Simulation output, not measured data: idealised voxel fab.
process module | voxel transistor to metal
cross-section cut | 215 nm wide | cells 5 nm
A cross-section is a grid of square cells, given in bands from the top down. A band is one or more rows of cells.
Each band's line starts with the height of the band's top and of its bottom, in nm. Then come its materials from left to right, each with its width in nm. One material with "throughout" fills the band from edge to edge. "air" is empty space.
Height 0 is the level under which the wafer as received is all one material. The lowest band goes on downwards, as in "0 down".
A width such as "30 to 40" changes by the same amount from each row of cells to the next, from the band's top row to its bottom row.
"no change" after a step means that no cell of the cross-section changed.
closed voids: empty space of 8 cells or more with no open way to the top, each as width x height at its distance from the left edge, in nm
after a step's settings: what the simulator itself notes on the step
overlay nm, on a step with a mask: how far to the right of its planned place the mask lay; to the left if negative
Each pair below shows a cross-section before one step and the cross-section after it, down to the lowest band that changed. The line under each pair gives the step between them, with its settings. The pairs can come from different runs of this module on the same starting wafer, so a pair continues from the pair above only where its "before" says so.
before
  0 down: Si throughout
  closed voids: none
after
  0 to -5: SiO2 throughout
  below -5: unchanged
  closed voids: none
the step between: op OXIDIZE | depth nm 5
before: the cross-section after the pair above
after
  15 to 0: SiN throughout
  below 0: unchanged
  closed voids: none
the step between: op CONFORMAL_DEP | material SiN | thk nm 15
before: the cross-section after the pair above
after
  15 to 0: air 55 | SiN 105 | air 55
  below 0: unchanged
  closed voids: none
the step between: op MASKED_ETCH | tone cover | mask id ACTIVE | width nm 105 | etch materials SiN | depth nm 15 | overlay nm 0
before: the cross-section after the pair above
after
  15 to 0: air 55 | SiN 105 | air 55
  0 to -5: air 55 | SiO2 105 | air 55
  below -5: unchanged
  closed voids: none
the step between: op MASKED_ETCH | tone cover | mask id ACTIVE | width nm 105 | etch materials SiO2 | depth nm 5 | overlay nm 0
before: the cross-section after the pair above
after
  15 to 0: air 55 | SiN 105 | air 55
  0 to -5: air 55 | SiO2 105 | air 55
  -5 to -30: air 55 | Si 105 | air 55
  below -30: unchanged
  closed voids: none
the step between: op MASKED_ETCH | tone cover | mask id ACTIVE | width nm 105 | etch materials Si | depth nm 25 | overlay nm 0
before: the cross-section after the pair above
after
  15 to 0: air 55 | SiN 105 | air 55
  0 to -5: air 55 | SiO2 105 | air 55
  -5 to -30: air 55 | SiO2 5 | Si 95 | SiO2 5 | air 55
  -30 to -35: SiO2 60 | Si 95 | SiO2 60
  below -35: unchanged
  closed voids: none
the step between: op OXIDIZE | depth nm 5
before: the cross-section after the pair above
after
  30 to 15: SiO2 throughout
  15 to 0: SiO2 55 | SiN 105 | SiO2 55
  0 to -5: SiO2 throughout
  -5 to -35: SiO2 60 | Si 95 | SiO2 60
  below -35: unchanged
  closed voids: none
the step between: op FILL_DEP | material SiO2 | thk nm 15
before: the cross-section after the pair above
after
  15 to 0: SiO2 55 | SiN 105 | SiO2 55
  below 0: unchanged
  closed voids: none
the step between: op CMP | height nm 15
before: the cross-section after the pair above
after
  15 to 5: air 55 | SiN 105 | air 55
  below 5: unchanged
  closed voids: none
the step between: op SELECTIVE_ETCH | etch materials SiO2 | depth nm 10
before: the cross-section after the pair above
after
  5 to 0: SiO2 55 | air 105 | SiO2 55
  below 0: unchanged
  closed voids: none
the step between: op STRIP | etch materials SiN
before: the cross-section after the pair above
after
  0 to -5: SiO2 50 | air 115 | SiO2 50
  below -5: unchanged
  closed voids: none
the step between: op SELECTIVE_ETCH | etch materials SiO2 | depth nm 5
before: the cross-section after the pair above
after
  0 to -5: SiO2 50 | air 115 | SiO2 50
  -5 to -10: SiO2 throughout
  below -10: unchanged
  closed voids: none
the step between: op OXIDIZE | depth nm 5
before: the cross-section after the pair above
after
  25 to 20: polySi 50 | air 115 | polySi 50
  20 to 0: polySi throughout
  0 to -5: SiO2 50 | polySi 115 | SiO2 50
  below -5: unchanged
  closed voids: none
the step between: op DIRECTIONAL_DEP | material polySi | thk nm 25
before: the cross-section after the pair above
after
  35 to 30: SiCN 50 | air 115 | SiCN 50
  30 to 25: SiCN throughout
  25 to 20: polySi 50 | SiCN 115 | polySi 50
  below 20: unchanged
  closed voids: none
the step between: op DIRECTIONAL_DEP | material SiCN | thk nm 10
before: the cross-section after the pair above
after
  50 to 35: air 100 | resist 15 | air 100
  35 to 30: SiCN 50 | air 50 | resist 15 | air 50 | SiCN 50
  below 30: unchanged
  closed voids: none
the step between: op PATTERN | tone cover | mask id GATE | material resist | width nm 15 | thk nm 15 | overlay nm 0
before: the cross-section after the pair above
after
  50 to 30: air 100 | resist 15 | air 100
  30 to 25: air 100 | SiCN 15 | air 100
  25 to 20: polySi 50 | air 50 | SiCN 15 | air 50 | polySi 50
  below 20: unchanged
  closed voids: none
the step between: op DIRECTIONAL_ETCH | etch materials SiCN | depth nm 20
before: the cross-section after the pair above
after
  50 to 30: air 100 | resist 15 | air 100
  30 to 20: air 100 | SiCN 15 | air 100
  20 to 0: air 100 | polySi 15 | air 100
  0 to -5: SiO2 50 | air 50 | polySi 15 | air 50 | SiO2 50
  below -5: unchanged
  closed voids: none
the step between: op DIRECTIONAL_ETCH | etch materials polySi | depth nm 35
before: the cross-section after the pair above
after
  30 to 20: air 100 | SiCN 15 | air 100
  below 20: unchanged
  closed voids: none
the step between: op STRIP | etch materials resist
before: the cross-section after the pair above
after
  35 to 30: air 95 | SiO2 25 | air 95
  30 to 20: air 95 | SiO2 5 | SiCN 15 | SiO2 5 | air 95
  20 to 5: air 95 | SiO2 5 | polySi 15 | SiO2 5 | air 95
  5 to 0: SiO2 55 | air 40 | SiO2 5 | polySi 15 | SiO2 5 | air 40 | SiO2 55
  0 to -5: SiO2 100 | polySi 15 | SiO2 100
  below -5: unchanged
  closed voids: none
the step between: op CONFORMAL_DEP | material SiO2 | thk nm 5
before: the cross-section after the pair above
after
  30 to 20: air 95 | SiO2 5 | SiCN 15 | SiO2 5 | air 95
  20 to 0: air 95 | SiO2 5 | polySi 15 | SiO2 5 | air 95
  0 to -5: SiO2 55 | air 40 | SiO2 5 | polySi 15 | SiO2 5 | air 40 | SiO2 55
  below -5: unchanged
  closed voids: none
the step between: op DIRECTIONAL_ETCH | etch materials SiO2 | depth nm 5
before: the cross-section after the pair above
after
  40 to 30: air 85 | SiN 45 | air 85
  30 to 20: air 85 | SiN 10 | SiO2 5 | SiCN 15 | SiO2 5 | SiN 10 | air 85
  20 to 10: air 85 | SiN 10 | SiO2 5 | polySi 15 | SiO2 5 | SiN 10 | air 85
  10 to 5: SiN 65 | air 20 | SiN 10 | SiO2 5 | polySi 15 | SiO2 5 | SiN 10 | air 20 | SiN 65
  5 to 0: SiN 95 | SiO2 5 | polySi 15 | SiO2 5 | SiN 95
  0 to -5: SiO2 55 | SiN 40 | SiO2 5 | polySi 15 | SiO2 5 | SiN 40 | SiO2 55
  below -5: unchanged
  closed voids: none
the step between: op CONFORMAL_DEP | material SiN | thk nm 10
before: the cross-section after the pair above
after
  30 to 20: air 85 | SiN 10 | SiO2 5 | SiCN 15 | SiO2 5 | SiN 10 | air 85
  20 to 0: air 85 | SiN 10 | SiO2 5 | polySi 15 | SiO2 5 | SiN 10 | air 85
  0 to -5: SiO2 55 | SiN 10 | air 20 | SiN 10 | SiO2 5 | polySi 15 | SiO2 5 | SiN 10 | air 20 | SiN 10 | SiO2 55
  below -5: unchanged
  closed voids: none
the step between: op DIRECTIONAL_ETCH | etch materials SiN | depth nm 10
before: the cross-section after the pair above
after
  30 to 25: air 85 | SiN 10 | air 5 | SiCN 15 | air 5 | SiN 10 | air 85
  25 to 20: air 85 | SiN 10 | SiO2 5 | SiCN 15 | SiO2 5 | SiN 10 | air 85
  20 to 0: air 85 | SiN 10 | SiO2 5 | polySi 15 | SiO2 5 | SiN 10 | air 85
  0 to -5: air 55 | SiN 10 | air 20 | SiN 10 | SiO2 5 | polySi 15 | SiO2 5 | SiN 10 | air 20 | SiN 10 | air 55
  -5 to -10: SiO2 65 | air 20 | SiO2 45 | air 20 | SiO2 65
  below -10: unchanged
  closed voids: none
the step between: op DIRECTIONAL_ETCH | etch materials SiO2 | depth nm 5
before: the cross-section after the pair above
after
  30 to 25: air 85 | SiN 10 | air 5 | SiCN 15 | air 5 | SiN 10 | air 85
  25 to 20: air 85 | SiN 10 | SiO2 5 | SiCN 15 | SiO2 5 | SiN 10 | air 85
  20 to 0: air 85 | SiN 10 | SiO2 5 | polySi 15 | SiO2 5 | SiN 10 | air 85
  0 to -5: air 55 | SiN 10 | air 20 | SiN 10 | SiO2 5 | polySi 15 | SiO2 5 | SiN 10 | air 20 | SiN 10 | air 55
  -5 to -10: SiO2 65 | air 20 | SiO2 45 | air 20 | SiO2 65
  -10 to -15: SiO2 60 | Si 5 | air 20 | Si 45 | air 20 | Si 5 | SiO2 60
  below -15: unchanged
  closed voids: none
the step between: op DIRECTIONAL_ETCH | etch materials Si | depth nm 5
before: the cross-section after the pair above
after
  30 to 25: air 85 | SiN 10 | air 5 | SiCN 15 | air 5 | SiN 10 | air 85
  25 to 20: air 85 | SiN 10 | SiO2 5 | SiCN 15 | SiO2 5 | SiN 10 | air 85
  20 to 0: air 85 | SiN 10 | SiO2 5 | polySi 15 | SiO2 5 | SiN 10 | air 85
  0 to -5: air 55 | SiN 10 | nSi 20 | SiN 10 | SiO2 5 | polySi 15 | SiO2 5 | SiN 10 | nSi 20 | SiN 10 | air 55
  -5 to -10: SiO2 65 | nSi 20 | SiO2 45 | nSi 20 | SiO2 65
  -10 to -15: SiO2 60 | Si 5 | nSi 20 | Si 45 | nSi 20 | Si 5 | SiO2 60
  below -15: unchanged
  closed voids: none
the step between: op EPI | material nSi | thk nm 10
before: the cross-section after the pair above
after
  40 to 30: SiO2 throughout
  30 to 20: SiO2 85 | SiN 10 | SiO2 5 | SiCN 15 | SiO2 5 | SiN 10 | SiO2 85
  20 to 0: SiO2 85 | SiN 10 | SiO2 5 | polySi 15 | SiO2 5 | SiN 10 | SiO2 85
  0 to -5: SiO2 55 | SiN 10 | nSi 20 | SiN 10 | SiO2 5 | polySi 15 | SiO2 5 | SiN 10 | nSi 20 | SiN 10 | SiO2 55
  below -5: unchanged
  closed voids: none
the step between: op FILL_DEP | material SiO2 | thk nm 10
before: the cross-section after the pair above
after
  30 to 20: SiO2 85 | SiN 10 | SiO2 5 | SiCN 15 | SiO2 5 | SiN 10 | SiO2 85
  below 20: unchanged
  closed voids: none
the step between: op CMP | height nm 30
before: the cross-section after the pair above
after
  40 to 30: SiO2 throughout
  below 30: unchanged
  closed voids: none
the step between: op DIRECTIONAL_DEP | material SiO2 | thk nm 10
before: the cross-section after the pair above
after
  40 to 30: SiO2 60 | air 20 | SiO2 55 | air 20 | SiO2 60
  30 to 20: SiO2 60 | air 20 | SiO2 5 | SiN 10 | SiO2 5 | SiCN 15 | SiO2 5 | SiN 10 | SiO2 5 | air 20 | SiO2 60
  20 to 0: SiO2 60 | air 20 | SiO2 5 | SiN 10 | SiO2 5 | polySi 15 | SiO2 5 | SiN 10 | SiO2 5 | air 20 | SiO2 60
  below 0: unchanged
  closed voids: none
the step between: op MASKED_ETCH | tone open | mask id CONTACT | width nm 20 | pitch nm 75 | etch materials SiO2 | depth nm 40 | overlay nm 0
before: the cross-section after the pair above
after
  45 to 40: TiN 65 | air 10 | TiN 65 | air 10 | TiN 65
  40 to 30: SiO2 60 | TiN 5 | air 10 | TiN 5 | SiO2 55 | TiN 5 | air 10 | TiN 5 | SiO2 60
  30 to 20: SiO2 60 | TiN 5 | air 10 | TiN 5 | SiO2 5 | SiN 10 | SiO2 5 | SiCN 15 | SiO2 5 | SiN 10 | SiO2 5 | TiN 5 | air 10 | TiN 5 | SiO2 60
  20 to 5: SiO2 60 | TiN 5 | air 10 | TiN 5 | SiO2 5 | SiN 10 | SiO2 5 | polySi 15 | SiO2 5 | SiN 10 | SiO2 5 | TiN 5 | air 10 | TiN 5 | SiO2 60
  5 to 0: SiO2 60 | TiN 20 | SiO2 5 | SiN 10 | SiO2 5 | polySi 15 | SiO2 5 | SiN 10 | SiO2 5 | TiN 20 | SiO2 60
  below 0: unchanged
  closed voids: none
the step between: op CONFORMAL_DEP | material TiN | thk nm 5
before: the cross-section after the pair above
after
  55 to 45: W throughout
  45 to 40: TiN 65 | W 10 | TiN 65 | W 10 | TiN 65
  40 to 30: SiO2 60 | TiN 5 | W 10 | TiN 5 | SiO2 55 | TiN 5 | W 10 | TiN 5 | SiO2 60
  30 to 20: SiO2 60 | TiN 5 | W 10 | TiN 5 | SiO2 5 | SiN 10 | SiO2 5 | SiCN 15 | SiO2 5 | SiN 10 | SiO2 5 | TiN 5 | W 10 | TiN 5 | SiO2 60
  20 to 5: SiO2 60 | TiN 5 | W 10 | TiN 5 | SiO2 5 | SiN 10 | SiO2 5 | polySi 15 | SiO2 5 | SiN 10 | SiO2 5 | TiN 5 | W 10 | TiN 5 | SiO2 60
  below 5: unchanged
  closed voids: none
the step between: op FILL_DEP | material W | thk nm 10
before: the cross-section after the pair above
after
  40 to 30: SiO2 60 | TiN 5 | W 10 | TiN 5 | SiO2 55 | TiN 5 | W 10 | TiN 5 | SiO2 60
  below 30: unchanged
  closed voids: none
the step between: op CMP | height nm 40
before: the cross-section after the pair above
after
  45 to 40: TiN throughout
  below 40: unchanged
  closed voids: none
the step between: op DIRECTIONAL_DEP | material TiN | thk nm 5
before: the cross-section after the pair above
after
  60 to 45: W throughout
  below 45: unchanged
  closed voids: none
the step between: op DIRECTIONAL_DEP | material W | thk nm 15
before: the cross-section after the pair above
after
  60 to 45: air 60 | W 20 | air 55 | W 20 | air 60
  below 45: unchanged
  closed voids: none
the step between: op MASKED_ETCH | tone cover | mask id METAL_1 | width nm 20 | pitch nm 75 | etch materials W | depth nm 15 | overlay nm 0
before: the cross-section after the pair above
after
  60 to 45: air 60 | W 20 | air 55 | W 20 | air 60
  45 to 40: air 60 | TiN 20 | air 55 | TiN 20 | air 60
  below 40: unchanged
  closed voids: none
the step between: op MASKED_ETCH | tone cover | mask id METAL_1 | width nm 20 | pitch nm 75 | etch materials TiN | depth nm 5 | overlay nm 0
before: the cross-section after the pair above
after
  65 to 60: air 55 | SiN 30 | air 45 | SiN 30 | air 55
  60 to 45: air 55 | SiN 5 | W 20 | SiN 5 | air 45 | SiN 5 | W 20 | SiN 5 | air 55
  45 to 40: SiN 60 | TiN 20 | SiN 55 | TiN 20 | SiN 60
  below 40: unchanged
  closed voids: none
the step between: op CONFORMAL_DEP | material SiN | thk nm 5
before: the cross-section after the pair above
after
  75 to 65: lowk throughout
  65 to 60: lowk 55 | SiN 30 | lowk 45 | SiN 30 | lowk 55
  60 to 45: lowk 55 | SiN 5 | W 20 | SiN 5 | lowk 45 | SiN 5 | W 20 | SiN 5 | lowk 55
  below 45: unchanged
  closed voids: none
the step between: op FILL_DEP | material lowk | thk nm 10
before: the cross-section after the pair above
after
  60 to 45: lowk 55 | SiN 5 | W 20 | SiN 5 | lowk 45 | SiN 5 | W 20 | SiN 5 | lowk 55
  below 45: unchanged
  closed voids: none
the step between: op CMP | height nm 60
before: the cross-section after the pair above
after
  65 to 60: SiCN throughout
  below 60: unchanged
  closed voids: none
the step between: op CONFORMAL_DEP | material SiCN | thk nm 5
before: the cross-section after the pair above
after
  100 to 65: SiO2 throughout
  below 65: unchanged
  closed voids: none
the step between: op DIRECTIONAL_DEP | material SiO2 | thk nm 35
before: the cross-section after the pair above
after
  120 to 100: resist 60 | air 15 | resist 60 | air 15 | resist 65
  below 100: unchanged
  closed voids: none
the step between: op PATTERN | tone open | mask id METAL_2_HOLES | material resist | width nm 15 | pitch nm 75 | thk nm 20 | overlay nm 0
before: the cross-section after the pair above
after
  120 to 100: resist 60 | air 15 | resist 60 | air 15 | resist 65
  100 to 65: SiO2 60 | air 15 | SiO2 60 | air 15 | SiO2 65
  below 65: unchanged
  closed voids: none
the step between: op DIRECTIONAL_ETCH | etch materials SiO2 | depth nm 35
before: the cross-section after the pair above
after
  100 to 65: SiO2 60 | air 15 | SiO2 60 | air 15 | SiO2 65
  below 65: unchanged
  closed voids: none
the step between: op STRIP | etch materials resist
before: the cross-section after the pair above
after
  115 to 100: aC 60 | air 15 | aC 60 | air 15 | aC 65
  100 to 80: SiO2 60 | air 15 | SiO2 60 | air 15 | SiO2 65
  80 to 65: SiO2 60 | aC 15 | SiO2 60 | aC 15 | SiO2 65
  below 65: unchanged
  closed voids: none
the step between: op DIRECTIONAL_DEP | material aC | thk nm 15
before: the cross-section after the pair above
after
  145 to 115: resist 60 | air 20 | resist 55 | air 20 | resist 60
  below 115: unchanged
  closed voids: none
the step between: op PATTERN | tone open | mask id METAL_2 | material resist | width nm 20 | pitch nm 75 | thk nm 30 | overlay nm 0
before: the cross-section after the pair above
after
  130 to 115: resist 60 | air 20 | resist 55 | air 20 | resist 60
  115 to 100: aC 60 | air 20 | aC 55 | air 20 | aC 60
  100 to 65: SiO2 60 | air 15 | SiO2 60 | air 15 | SiO2 65
  below 65: unchanged
  closed voids: none
the step between: op DIRECTIONAL_ETCH | etch materials aC | depth nm 15
before: the cross-section after the pair above
after
  115 to 100: aC 60 | air 20 | aC 55 | air 20 | aC 60
  below 100: unchanged
  closed voids: none
the step between: op STRIP | etch materials resist
before: the cross-section after the pair above
after
  115 to 100: aC 60 | air 20 | aC 55 | air 20 | aC 60
  100 to 80: SiO2 60 | air 20 | SiO2 55 | air 20 | SiO2 60
  below 80: unchanged
  closed voids: none
the step between: op DIRECTIONAL_ETCH | etch materials SiO2 | depth nm 20
before: the cross-section after the pair above
after
  115 to 100: aC 60 | air 20 | aC 55 | air 20 | aC 60
  100 to 80: SiO2 60 | air 20 | SiO2 55 | air 20 | SiO2 60
  80 to 65: SiO2 60 | air 15 | SiO2 60 | air 15 | SiO2 65
  65 to 60: SiCN 60 | air 15 | SiCN 60 | air 15 | SiCN 65
  below 60: unchanged
  closed voids: none
the step between: op DIRECTIONAL_ETCH | etch materials SiCN | depth nm 5
before: the cross-section after the pair above
after
  100 to 80: SiO2 60 | air 20 | SiO2 55 | air 20 | SiO2 60
  below 80: unchanged
  closed voids: none
the step between: op STRIP | etch materials aC
before: the cross-section after the pair above
after
  105 to 100: TiN 65 | air 10 | TiN 65 | air 10 | TiN 65
  100 to 85: SiO2 60 | TiN 5 | air 10 | TiN 5 | SiO2 55 | TiN 5 | air 10 | TiN 5 | SiO2 60
  85 to 80: SiO2 60 | TiN 5 | air 5 | TiN 10 | SiO2 55 | TiN 5 | air 5 | TiN 10 | SiO2 60
  80 to 65: SiO2 60 | TiN 5 | air 5 | TiN 5 | SiO2 60 | TiN 5 | air 5 | TiN 5 | SiO2 65
  65 to 60: SiCN 60 | TiN 15 | SiCN 60 | TiN 15 | SiCN 65
  below 60: unchanged
  closed voids: none
the step between: op CONFORMAL_DEP | material TiN | thk nm 5
before: the cross-section after the pair above
after
  115 to 105: Ru throughout
  105 to 100: TiN 65 | Ru 10 | TiN 65 | Ru 10 | TiN 65
  100 to 85: SiO2 60 | TiN 5 | Ru 10 | TiN 5 | SiO2 55 | TiN 5 | Ru 10 | TiN 5 | SiO2 60
  85 to 80: SiO2 60 | TiN 5 | Ru 5 | TiN 10 | SiO2 55 | TiN 5 | Ru 5 | TiN 10 | SiO2 60
  80 to 65: SiO2 60 | TiN 5 | Ru 5 | TiN 5 | SiO2 60 | TiN 5 | Ru 5 | TiN 5 | SiO2 65
  below 65: unchanged
  closed voids: none
the step between: op FILL_DEP | material Ru | thk nm 10
before: the cross-section after the pair above
after
  100 to 85: SiO2 60 | TiN 5 | Ru 10 | TiN 5 | SiO2 55 | TiN 5 | Ru 10 | TiN 5 | SiO2 60
  below 85: unchanged
  closed voids: none
the step between: op CMP | height nm 100
before: the cross-section after the pair above
after
  105 to 100: SiN throughout
  below 100: unchanged
  closed voids: none
the step between: op CONFORMAL_DEP | material SiN | thk nm 5
before
  30 to 20: air 100 | SiCN 15 | air 100
  20 to 0: air 100 | polySi 15 | air 100
  0 to -5: SiO2 50 | air 50 | polySi 15 | air 50 | SiO2 50
  -5 to -10: SiO2 throughout
  -10 to -35: SiO2 60 | Si 95 | SiO2 60
  -35 down: Si throughout
  closed voids: none
after
  30 to 20: air 100 | SiCN 15 | air 100
  20 to -5: air 100 | polySi 15 | air 100
  -5 to -10: SiO2 50 | air 50 | SiO2 15 | air 50 | SiO2 50
  below -10: unchanged
  closed voids: none
the step between: op DIRECTIONAL_ETCH | etch materials SiO2 | depth nm 5
before: the cross-section after the pair above
after
  40 to 30: air 90 | SiN 35 | air 90
  30 to 20: air 90 | SiN 10 | SiCN 15 | SiN 10 | air 90
  20 to 5: air 90 | SiN 10 | polySi 15 | SiN 10 | air 90
  5 to 0: SiN 60 | air 30 | SiN 10 | polySi 15 | SiN 10 | air 30 | SiN 60
  0 to -5: SiN 100 | polySi 15 | SiN 100
  -5 to -10: SiO2 50 | SiN 50 | SiO2 15 | SiN 50 | SiO2 50
  below -10: unchanged
  closed voids: none
the step between: op CONFORMAL_DEP | material SiN | thk nm 10
before: the cross-section after the pair above
after
  30 to 20: air 90 | SiN 10 | SiCN 15 | SiN 10 | air 90
  20 to -5: air 90 | SiN 10 | polySi 15 | SiN 10 | air 90
  -5 to -10: SiO2 50 | SiN 10 | air 30 | SiN 10 | SiO2 15 | SiN 10 | air 30 | SiN 10 | SiO2 50
  below -10: unchanged
  closed voids: none
the step between: op DIRECTIONAL_ETCH | etch materials SiN | depth nm 10
before: the cross-section after the pair above
after
  30 to 20: air 90 | SiN 10 | SiCN 15 | SiN 10 | air 90
  20 to -5: air 90 | SiN 10 | polySi 15 | SiN 10 | air 90
  -5 to -10: air 50 | SiN 10 | air 30 | SiN 10 | SiO2 15 | SiN 10 | air 30 | SiN 10 | air 50
  below -10: unchanged
  closed voids: none
the step between: op DIRECTIONAL_ETCH | etch materials SiO2 | depth nm 5
before: the cross-section after the pair above
after
  30 to 20: air 90 | SiN 10 | SiCN 15 | SiN 10 | air 90
  20 to -5: air 90 | SiN 10 | polySi 15 | SiN 10 | air 90
  -5 to -10: air 50 | SiN 10 | air 30 | SiN 10 | SiO2 15 | SiN 10 | air 30 | SiN 10 | air 50
  -10 to -15: SiO2 60 | air 30 | Si 35 | air 30 | SiO2 60
  below -15: unchanged
  closed voids: none
the step between: op DIRECTIONAL_ETCH | etch materials Si | depth nm 5
before: the cross-section after the pair above
after
  30 to 20: air 90 | SiN 10 | SiCN 15 | SiN 10 | air 90
  20 to 0: air 90 | SiN 10 | polySi 15 | SiN 10 | air 90
  0 to -5: air 80 | nSi 10 | SiN 10 | polySi 15 | SiN 10 | nSi 10 | air 80
  -5 to -10: air 50 | SiN 10 | nSi 30 | SiN 10 | SiO2 15 | SiN 10 | nSi 30 | SiN 10 | air 50
  -10 to -15: SiO2 60 | nSi 30 | Si 35 | nSi 30 | SiO2 60
  below -15: unchanged
  closed voids: none
the step between: op EPI | material nSi | thk nm 10
before: the cross-section after the pair above
after
  40 to 30: SiO2 throughout
  30 to 20: SiO2 90 | SiN 10 | SiCN 15 | SiN 10 | SiO2 90
  20 to 0: SiO2 90 | SiN 10 | polySi 15 | SiN 10 | SiO2 90
  0 to -5: SiO2 80 | nSi 10 | SiN 10 | polySi 15 | SiN 10 | nSi 10 | SiO2 80
  -5 to -10: SiO2 50 | SiN 10 | nSi 30 | SiN 10 | SiO2 15 | SiN 10 | nSi 30 | SiN 10 | SiO2 50
  below -10: unchanged
  closed voids: none
the step between: op FILL_DEP | material SiO2 | thk nm 10
before: the cross-section after the pair above
after
  30 to 20: SiO2 90 | SiN 10 | SiCN 15 | SiN 10 | SiO2 90
  below 20: unchanged
  closed voids: none
the step between: op CMP | height nm 30
before: the cross-section after the pair above
after
  40 to 30: SiO2 throughout
  below 30: unchanged
  closed voids: none
the step between: op DIRECTIONAL_DEP | material SiO2 | thk nm 10
before: the cross-section after the pair above
after
  40 to 30: SiO2 60 | air 20 | SiO2 55 | air 20 | SiO2 60
  30 to 20: SiO2 60 | air 20 | SiO2 10 | SiN 10 | SiCN 15 | SiN 10 | SiO2 10 | air 20 | SiO2 60
  20 to 0: SiO2 60 | air 20 | SiO2 10 | SiN 10 | polySi 15 | SiN 10 | SiO2 10 | air 20 | SiO2 60
  below 0: unchanged
  closed voids: none
the step between: op MASKED_ETCH | tone open | mask id CONTACT | width nm 20 | pitch nm 75 | etch materials SiO2 | depth nm 40 | overlay nm 0
before: the cross-section after the pair above
after
  45 to 40: TiN 65 | air 10 | TiN 65 | air 10 | TiN 65
  40 to 30: SiO2 60 | TiN 5 | air 10 | TiN 5 | SiO2 55 | TiN 5 | air 10 | TiN 5 | SiO2 60
  30 to 20: SiO2 60 | TiN 5 | air 10 | TiN 5 | SiO2 10 | SiN 10 | SiCN 15 | SiN 10 | SiO2 10 | TiN 5 | air 10 | TiN 5 | SiO2 60
  20 to 5: SiO2 60 | TiN 5 | air 10 | TiN 5 | SiO2 10 | SiN 10 | polySi 15 | SiN 10 | SiO2 10 | TiN 5 | air 10 | TiN 5 | SiO2 60
  5 to 0: SiO2 60 | TiN 20 | SiO2 10 | SiN 10 | polySi 15 | SiN 10 | SiO2 10 | TiN 20 | SiO2 60
  below 0: unchanged
  closed voids: none
the step between: op CONFORMAL_DEP | material TiN | thk nm 5
before: the cross-section after the pair above
after
  55 to 45: W throughout
  45 to 40: TiN 65 | W 10 | TiN 65 | W 10 | TiN 65
  40 to 30: SiO2 60 | TiN 5 | W 10 | TiN 5 | SiO2 55 | TiN 5 | W 10 | TiN 5 | SiO2 60
  30 to 20: SiO2 60 | TiN 5 | W 10 | TiN 5 | SiO2 10 | SiN 10 | SiCN 15 | SiN 10 | SiO2 10 | TiN 5 | W 10 | TiN 5 | SiO2 60
  20 to 5: SiO2 60 | TiN 5 | W 10 | TiN 5 | SiO2 10 | SiN 10 | polySi 15 | SiN 10 | SiO2 10 | TiN 5 | W 10 | TiN 5 | SiO2 60
  below 5: unchanged
  closed voids: none
the step between: op FILL_DEP | material W | thk nm 10
before: the cross-section after the pair above
after
  40 to 30: SiO2 60 | TiN 5 | W 10 | TiN 5 | SiO2 55 | TiN 5 | W 10 | TiN 5 | SiO2 60
  below 30: unchanged
  closed voids: none
the step between: op CMP | height nm 40
before: the cross-section after the pair above
after
  45 to 40: TiN throughout
  below 40: unchanged
  closed voids: none
the step between: op DIRECTIONAL_DEP | material TiN | thk nm 5
before: the cross-section after the pair above
after
  60 to 45: W throughout
  below 45: unchanged
  closed voids: none
the step between: op DIRECTIONAL_DEP | material W | thk nm 15
before: the cross-section after the pair above
after
  60 to 45: air 60 | W 20 | air 55 | W 20 | air 60
  below 45: unchanged
  closed voids: none
the step between: op MASKED_ETCH | tone cover | mask id METAL_1 | width nm 20 | pitch nm 75 | etch materials W | depth nm 15 | overlay nm 0
before: the cross-section after the pair above
after
  60 to 45: air 60 | W 20 | air 55 | W 20 | air 60
  45 to 40: air 60 | TiN 20 | air 55 | TiN 20 | air 60
  below 40: unchanged
  closed voids: none
the step between: op MASKED_ETCH | tone cover | mask id METAL_1 | width nm 20 | pitch nm 75 | etch materials TiN | depth nm 5 | overlay nm 0
before: the cross-section after the pair above
after
  65 to 60: air 55 | SiN 30 | air 45 | SiN 30 | air 55
  60 to 45: air 55 | SiN 5 | W 20 | SiN 5 | air 45 | SiN 5 | W 20 | SiN 5 | air 55
  45 to 40: SiN 60 | TiN 20 | SiN 55 | TiN 20 | SiN 60
  below 40: unchanged
  closed voids: none
the step between: op CONFORMAL_DEP | material SiN | thk nm 5
before: the cross-section after the pair above
after
  75 to 65: lowk throughout
  65 to 60: lowk 55 | SiN 30 | lowk 45 | SiN 30 | lowk 55
  60 to 45: lowk 55 | SiN 5 | W 20 | SiN 5 | lowk 45 | SiN 5 | W 20 | SiN 5 | lowk 55
  below 45: unchanged
  closed voids: none
the step between: op FILL_DEP | material lowk | thk nm 10
before: the cross-section after the pair above
after
  60 to 45: lowk 55 | SiN 5 | W 20 | SiN 5 | lowk 45 | SiN 5 | W 20 | SiN 5 | lowk 55
  below 45: unchanged
  closed voids: none
the step between: op CMP | height nm 60
before: the cross-section after the pair above
after
  65 to 60: SiCN throughout
  below 60: unchanged
  closed voids: none
the step between: op CONFORMAL_DEP | material SiCN | thk nm 5
before: the cross-section after the pair above
after
  100 to 65: SiO2 throughout
  below 65: unchanged
  closed voids: none
the step between: op DIRECTIONAL_DEP | material SiO2 | thk nm 35
before: the cross-section after the pair above
after
  120 to 100: resist 60 | air 15 | resist 60 | air 15 | resist 65
  below 100: unchanged
  closed voids: none
the step between: op PATTERN | tone open | mask id METAL_2_HOLES | material resist | width nm 15 | pitch nm 75 | thk nm 20 | overlay nm 0
before: the cross-section after the pair above
after
  120 to 100: resist 60 | air 15 | resist 60 | air 15 | resist 65
  100 to 65: SiO2 60 | air 15 | SiO2 60 | air 15 | SiO2 65
  below 65: unchanged
  closed voids: none
the step between: op DIRECTIONAL_ETCH | etch materials SiO2 | depth nm 35
before: the cross-section after the pair above
after
  100 to 65: SiO2 60 | air 15 | SiO2 60 | air 15 | SiO2 65
  below 65: unchanged
  closed voids: none
the step between: op STRIP | etch materials resist
before: the cross-section after the pair above
after
  115 to 100: aC 60 | air 15 | aC 60 | air 15 | aC 65
  100 to 80: SiO2 60 | air 15 | SiO2 60 | air 15 | SiO2 65
  80 to 65: SiO2 60 | aC 15 | SiO2 60 | aC 15 | SiO2 65
  below 65: unchanged
  closed voids: none
the step between: op DIRECTIONAL_DEP | material aC | thk nm 15
before: the cross-section after the pair above
after
  145 to 115: resist 60 | air 20 | resist 55 | air 20 | resist 60
  below 115: unchanged
  closed voids: none
the step between: op PATTERN | tone open | mask id METAL_2 | material resist | width nm 20 | pitch nm 75 | thk nm 30 | overlay nm 0
before: the cross-section after the pair above
after
  130 to 115: resist 60 | air 20 | resist 55 | air 20 | resist 60
  115 to 100: aC 60 | air 20 | aC 55 | air 20 | aC 60
  100 to 65: SiO2 60 | air 15 | SiO2 60 | air 15 | SiO2 65
  below 65: unchanged
  closed voids: none
the step between: op DIRECTIONAL_ETCH | etch materials aC | depth nm 15
before: the cross-section after the pair above
after
  115 to 100: aC 60 | air 20 | aC 55 | air 20 | aC 60
  below 100: unchanged
  closed voids: none
the step between: op STRIP | etch materials resist
